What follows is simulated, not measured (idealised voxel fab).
Herein follows the process module entitled voxel self aligned contacts.
In the cross-section labelled cut, the width is 300 nm and each square cell is 5 nm.
Cross-section, as written here: a square-cell grid given band by band from the top down, where a band holds one or more rows of cells.
The entry gives the band's vertical extent as a top height and a bottom height in nm, then its horizontal make-up as materials from left to right, each with a width in nm. "empty" stands for empty space; a single material marked "everywhere" fills the band edge to edge.
Height reference: 0 = level under which incoming wafer is all one material. Lowest band: no bottom, runs on downward, e.g. "from 0 down".
A two-number width, for instance "30->40", indicates that the width is equal to the first number in the top row of the band and to the second number in the bottom row, and that it changes by a constant amount per row of cells.
The designation "all unchanged", where it is given for a processing step, indicates that no cell of the cross-section was altered in the course of that step.
Any empty space of 8 cells or more lacking an open way to the top shows up in "Closed empty spaces" as width x height at distance, distance from the left edge, in nm.
Text after the settings on a step's line: the simulator's own remark on that step.
Each step line may optionally specify "overlay nm", which for a step with a mask gives the rightward distance between the mask's planned place and where it lay, a negative value indicating the leftward direction.

The process steps that were planned are listed below
1. RECEIVE (material Si)
2. OXIDIZE (depth nm 5)
3. DIRECTIONAL_DEP (material polySi; thk nm 30)
4. DIRECTIONAL_DEP (material SiN; thk nm 15)
5. DIRECTIONAL_DEP (material aC; thk nm 15)
6. PATTERN (tone cover; mask id GATE; material resist; width nm 30; pitch nm 55; thk nm 30; overlay nm 0)
7. DIRECTIONAL_ETCH (etch materials aC; depth nm 15)
8. STRIP (etch materials resist)
9. DIRECTIONAL_ETCH (etch materials SiN; depth nm 15)
10. DIRECTIONAL_ETCH (etch materials polySi; depth nm 30)
11. STRIP (etch materials aC)
12. CONFORMAL_DEP (material SiN; thk nm 5)
13. DIRECTIONAL_ETCH (etch materials SiN; depth nm 5)
14. FILL_DEP (material SiO2; thk nm 15)
15. CMP (height nm 50)
16. MASKED_ETCH (tone open; mask id CONTACT; width nm 35; etch materials SiO2; depth nm 55; overlay nm 0)
17. CONFORMAL_DEP (material TiN; thk nm 5)
18. FILL_DEP (material Ru; thk nm 5)
19. CMP (height nm 50)
20. CONFORMAL_DEP (material SiCN; thk nm 5)
Among the wafers covered here, the point of difference is the depth nm at step 13; their starting state is shared, and the plan presents the value of the first wafer.

Cross-section of the first of several received wafers, showing its state after step 1
- from 0 down | Si everywhere
- Closed empty spaces: none

The first of several wafers, seen in cross-section after the module's last step, step 20
- from 55 to 50 | SiCN everywhere
- from 50 to 45 | SiO2 130 | TiN 15 | Ru 5 | TiN 15 | SiO2 135
- from 45 to 30 | SiO2 100 | SiN 40 | TiN 5 | Ru 5 | TiN 5 | SiN 40 | SiO2 105
- from 30 to 0 | SiO2 100 | SiN 5 | polySi 30 | SiN 5 | TiN 5 | Ru 5 | TiN 5 | SiN 5 | polySi 30 | SiN 5 | SiO2 105
- from 0 to -5 | SiO2 140 | TiN 15 | SiO2 145
- from -5 down | Si everywhere
- Closed empty spaces: none

X-section, last wafer, module end
- from 55 to 50 | SiCN everywhere
- from 50 to 40 | SiO2 130 | TiN 5 | Ru 25 | TiN 5 | SiO2 135
- from 40 to 35 | SiO2 130 | TiN 15 | Ru 5 | TiN 15 | SiO2 135
- from 35 to 30 | SiO2 100 | SiN 40 | TiN 5 | Ru 5 | TiN 5 | SiN 40 | SiO2 105
- from 30 to 0 | SiO2 100 | SiN 5 | polySi 30 | SiN 5 | TiN 5 | Ru 5 | TiN 5 | SiN 5 | polySi 30 | SiN 5 | SiO2 105
- from 0 to -5 | SiO2 140 | TiN 15 | SiO2 145
- from -5 down | Si everywhere
- Closed empty spaces: none

Per wafer, end of module: cells gained (+) or lost (-) per material since receipt, then closed voids
depth nm 5; +10 Ru; -60 Si; +60 SiCN; +72 SiN; +479 SiO2; +27 TiN; +72 polySi; Closed empty spaces: none
depth nm 10; +14 Ru; -60 Si; +60 SiCN; +56 SiN; +491 SiO2; +27 TiN; +72 polySi; Closed empty spaces: none
depth nm 15; +18 Ru; -60 Si; +60 SiCN; +40 SiN; +503 SiO2; +27 TiN; +72 polySi; Closed empty spaces: none
